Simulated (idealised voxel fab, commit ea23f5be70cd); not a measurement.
process module | voxel capacitor over wiring
cross-section cut | 255 nm wide | cells 5 nm
A cross-section is a grid of square cells, given in bands from the top down. A band is one or more rows of cells.
Each band's line starts with the height of the band's top and of its bottom, in nm. Then come its materials from left to right, each with its width in nm. One material with "throughout" fills the band from edge to edge. "air" is empty space.
Height 0 is the level under which the wafer as received is all one material. The lowest band goes on downwards, as in "0 down".
A width such as "30 to 40" changes by the same amount from each row of cells to the next, from the band's top row to its bottom row.
"no change" after a step means that no cell of the cross-section changed.
closed voids: empty space of 8 cells or more with no open way to the top, each as width x height at its distance from the left edge, in nm
after a step's settings: what the simulator itself notes on the step
overlay nm, on a step with a mask: how far to the right of its planned place the mask lay; to the left if negative
plan
1 op RECEIVE | material Si
2 op CONFORMAL_DEP | material SiO2 | thk nm 15
3 op DIRECTIONAL_DEP | material TiN | thk nm 5
4 op DIRECTIONAL_DEP | material Ru | thk nm 15
5 op PATTERN | tone cover | mask id METAL_1 | material resist | width nm 30 | pitch nm 95 | thk nm 15 | overlay nm 0
6 op DIRECTIONAL_ETCH | etch materials Ru | depth nm 15
7 op DIRECTIONAL_ETCH | etch materials TiN | depth nm 5
8 op STRIP | etch materials resist
9 op FILL_DEP | material lowk | thk nm 5
10 op CMP | height nm 35
11 op CONFORMAL_DEP | material SiCN | thk nm 5
12 op DIRECTIONAL_DEP | material SiO2 | thk nm 10
13 op MASKED_ETCH | tone open | mask id PLUG_1 | width nm 15 | etch materials SiO2 | depth nm 10 | overlay nm 0
14 op MASKED_ETCH | tone open | mask id PLUG_1 | width nm 15 | etch materials SiCN | depth nm 5 | overlay nm 0
15 op EPI | material Ru | thk nm 10
16 op EPI | material Ru | thk nm 5
17 op DIRECTIONAL_DEP | material TiN | thk nm 5
18 op DIRECTIONAL_DEP | material HfO2 | thk nm 5
19 op DIRECTIONAL_DEP | material TiN | thk nm 5
20 op DIRECTIONAL_DEP | material aC | thk nm 10
21 op PATTERN | tone cover | mask id UPPER_PLATE | material resist | width nm 70 | thk nm 25 | overlay nm 0
22 op DIRECTIONAL_ETCH | etch materials aC | depth nm 10
23 op STRIP | etch materials resist
24 op DIRECTIONAL_ETCH | etch materials TiN | depth nm 5
25 op DIRECTIONAL_ETCH | etch materials HfO2 | depth nm 5
26 op STRIP | etch materials aC
27 op PATTERN | tone cover | mask id LOWER_PLATE | material resist | width nm 80 | thk nm 15 | overlay nm 0
28 op DIRECTIONAL_ETCH | etch materials TiN | depth nm 5
29 op STRIP | etch materials resist
30 op FILL_DEP | material SiO2 | thk nm 15
31 op CMP | height nm 75
32 op PATTERN | tone open | mask id PLUG_2 | material resist | width nm 15 | thk nm 15 | overlay nm 0
33 op DIRECTIONAL_ETCH | etch materials SiO2 | depth nm 10
34 op STRIP | etch materials resist
35 op CONFORMAL_DEP | material TiN | thk nm 5
36 op FILL_DEP | material Cu | thk nm 10
37 op CMP | height nm 75
38 op CONFORMAL_DEP | material SiCN | thk nm 5
as received, after step 1
  0 down: Si throughout
  closed voids: none
first wafer at the end, as planned
  80 to 75: SiCN throughout
  75 to 70: SiO2 90 | TiN 5 | Cu 5 | TiN 5 | SiO2 150
  70 to 60: SiO2 90 to 80 | TiN 15 to 70 | SiO2 150 to 105
  60 to 55: SiO2 80 | HfO2 70 | SiO2 105
  55 to 50: SiO2 75 | TiN 80 | SiO2 100
  50 to 40: SiO2 80 | Ru 15 | SiO2 160
  40 to 35: SiCN 80 | Ru 15 | SiCN 160
  35 to 20: lowk 65 | Ru 30 | lowk 65 | Ru 30 | lowk 65
  20 to 15: lowk 65 | TiN 30 | lowk 65 | TiN 30 | lowk 65
  15 to 0: SiO2 throughout
  0 down: Si throughout
  closed voids: none
second wafer at the end: like start, like plan, one mistake
  80 to 75: SiCN throughout
  75 to 70: SiO2 90 | TiN 5 | Cu 5 | TiN 5 | SiO2 150
  70 to 60: SiO2 90 to 75 | TiN 15 to 70 | SiO2 150 to 110
  60 to 55: SiO2 75 | HfO2 70 | SiO2 110
  55 to 50: SiO2 75 | TiN 80 | SiO2 100
  50 to 40: SiO2 80 | Ru 15 | SiO2 160
  40 to 35: SiCN 80 | Ru 15 | SiCN 160
  35 to 20: lowk 65 | Ru 30 | lowk 65 | Ru 30 | lowk 65
  20 to 15: lowk 65 | TiN 30 | lowk 65 | TiN 30 | lowk 65
  15 to 0: SiO2 throughout
  0 down: Si throughout
  closed voids: none
what went wrong: step 21 ran as: op PATTERN | tone cover | mask id UPPER_PLATE | material resist | width nm 70 | thk nm 25 | overlay nm -5
at the end the second wafer has, in cells: as many of each material as the first, in other places
